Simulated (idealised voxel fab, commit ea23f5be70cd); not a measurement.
You're looking at the process module voxel fin reveal.
Shown is cross-section cut, with a width of 245 nm and square cells of size 5 nm.
Cross-section, as written here: a square-cell grid given band by band from the top down, where a band holds one or more rows of cells. For a band, the entry starts with two heights in nm, that of the top and then that of the bottom, and carries on with the band's materials in order from left to right, each alongside its width in nm; the word "everywhere" beside a single material means it fills the band edge to edge, and "empty" means empty space. Height reference: 0 = level under which incoming wafer is all one material. Lowest band: no bottom, runs on downward, e.g. "0 nm and below". Graded width ("30 to 40"): value in top row of band = first number; value in bottom row = second number; row-to-row change constant. Key: "no modifications" - step with no changed cell in the cross-section. Empty spaces without an open route to the top, at least 8 cells in extent, make up the entry "Completely enclosed voids"; each is given as width x height at distance, where the distance is measured from the left edge, and all are in nm. Step line, after settings: the simulator's comment on this step. Regarding "overlay nm": on a step with a mask, it is the distance the mask lay to the right of its planned place; a negative value places it to the left.
Here's what the planned process steps look like
1. op RECEIVE | material Si
2. op CONFORMAL_DEP | material SiN | thk nm 10
3. op PATTERN | tone cover | mask id FINS | material resist | width nm 15 | pitch nm 40 | thk nm 15 | overlay nm 0
4. op DIRECTIONAL_ETCH | etch materials SiN | depth nm 10
5. op DIRECTIONAL_ETCH | etch materials Si | depth nm 40
6. op STRIP | etch materials resist
7. op OXIDIZE | depth nm 5
8. op FILL_DEP | material SiO2 | thk nm 10
9. op CMP | height nm 0
10. op SELECTIVE_ETCH | etch materials SiO2 | depth nm 35
11. op STRIP | etch materials SiN
12. op CONFORMAL_DEP | material HfO2 | thk nm 5
varied across the wafers: height nm of step 9. The plan shows the first wafer's value. All wafers start alike
Cross-section: the first of several wafers in its as-received state, i.e. following step 1
- 0 nm and below: Si everywhere
- Completely enclosed voids: none
First wafer of several, cross-section, module end, after step 12 (last)
- 5 nm to 0 nm: empty (75); HfO2 (15); empty (25); HfO2 (15); empty (25); HfO2 (15); empty (75)
- 0 nm to -30 nm: empty (75); HfO2 (5); Si (5); HfO2 (5); empty (25); HfO2 (5); Si (5); HfO2 (5); empty (25); HfO2 (5); Si (5); HfO2 (5); empty (75)
- -30 nm to -35 nm: HfO2 (80); Si (5); HfO2 (35); Si (5); HfO2 (35); Si (5); HfO2 (80)
- -35 nm to -45 nm: SiO2 (80); Si (5); SiO2 (35); Si (5); SiO2 (35); Si (5); SiO2 (80)
- -45 nm and below: Si everywhere
- Completely enclosed voids: none
A cross-section through the last wafer at the close of the module
- 5 nm to 0 nm: empty (75); HfO2 (15); empty (25); HfO2 (15); empty (25); HfO2 (15); empty (75)
- 0 nm to -10 nm: empty (75); HfO2 (5); Si (5); HfO2 (5); empty (25); HfO2 (5); Si (5); HfO2 (5); empty (25); HfO2 (5); Si (5); HfO2 (5); empty (75)
- -10 nm to -15 nm: HfO2 (80); Si (5); HfO2 (35); Si (5); HfO2 (35); Si (5); HfO2 (80)
- -15 nm to -45 nm: SiO2 (80); Si (5); SiO2 (35); Si (5); SiO2 (35); Si (5); SiO2 (80)
- -45 nm and below: Si everywhere
- Completely enclosed voids: none
Quick key for the table: a row per wafer, taken at the end of the module. For each material it tells you how many cells the wafer gained (+) or lost (-) since it came in, and the closed voids come after
height nm 0, +91 HfO2, -414 Si, +92 SiO2, Completely enclosed voids: none
height nm 5, +85 HfO2, -414 Si, +138 SiO2, Completely enclosed voids: none
height nm 10, +79 HfO2, -414 Si, +184 SiO2, Completely enclosed voids: none
height nm 15, +73 HfO2, -414 Si, +230 SiO2, Completely enclosed voids: none
height nm 20, +67 HfO2, -414 Si, +276 SiO2, Completely enclosed voids: none
